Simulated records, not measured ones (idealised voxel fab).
Herein follows the process module entitled voxel released beams.
Shown is cross-section cut, with a width of 250 nm and square cells of size 5 nm.
In what follows, cross-sections appear as grids of square cells, described through bands that run from the top down, where every band is one or more rows of cells. Look at the band entry: it leads with the top's height and the bottom's height in nm. Then it lists the materials left to right, with a width in nm for each. The word "all across" on a single material says that material fills the band edge to edge. The word "air" is empty space. Measure heights from 0. That's the level where, below it, the as-received wafer is all one material. The lowest band is bottomless and extends downward; write it as in "0 nm and below". Width spec "30..40" -> top row of cells at first value, bottom row at second value, equal per-row change in between. Where a step carries "no change", the cross-section came out of it unchanged, cell for cell. "Enclosed void listing" enumerates empty spaces isolated from the top, with no open way to it, that contain at least 8 cells, giving each as width x height at distance from the left edge, all three in nm. after a step's settings: what the simulator itself notes on the step. A step line may carry the setting "overlay nm", which, for steps involving a mask, states the distance by which the mask lay to the right of its intended position; negative values denote displacement to the left.

[Below is the list of planned process steps]
- 1: RECEIVE with material Si
- 2: CONFORMAL_DEP with material SiN, thk nm 5
- 3: DIRECTIONAL_DEP with material SiO2, thk nm 20
- 4: PATTERN with tone open, mask id ANCHOR, material resist, width nm 45, thk nm 15, overlay nm 0
- 5: DIRECTIONAL_ETCH with etch materials SiO2, depth nm 20
- 6: STRIP with etch materials resist
- 7: CONFORMAL_DEP with material TiN, thk nm 15
- 8: MASKED_ETCH with tone cover, mask id BEAM, width nm 130, etch materials TiN, depth nm 15, overlay nm 0
- 9: STRIP with etch materials SiO2

[Delivered wafer in cross-section: state after step 1]
    0 nm and below  Si all across
    Enclosed void listing: none

[The first of the two wafers as seen in cross-section once the module was finished; processing followed the plan]
    40 nm to 25 nm  air=55 | TiN=20 | air=15 | TiN=95 | air=65
    25 nm to 20 nm  air=60 | TiN=15 | air=15 | TiN=15 | air=145
    20 nm to 5 nm  air=60 | TiN=45 | air=145
    5 nm to 0 nm  SiN all across
    0 nm and below  Si all across
    Enclosed void listing: none

[Second wafer cross-section at end of module - shared start and plan with the first, one mistake in the run]
    45 nm to 30 nm  air=55 | TiN=25 | air=5 | TiN=100 | air=65
    30 nm to 25 nm  TiN=80 | air=5 | TiN=165
    25 nm to 5 nm  SiO2=60 | TiN=45 | SiO2=145
    5 nm to 0 nm  SiN all across
    0 nm and below  Si all across
    Enclosed void listing: none
The plan and the run diverged here: note that step 7 departed from the planned setting and was carried out as CONFORMAL_DEP with material TiN, thk nm 20
Final cells, second wafer relative to first, materials higher or lower: 164 more of SiO2, 58 more of TiN
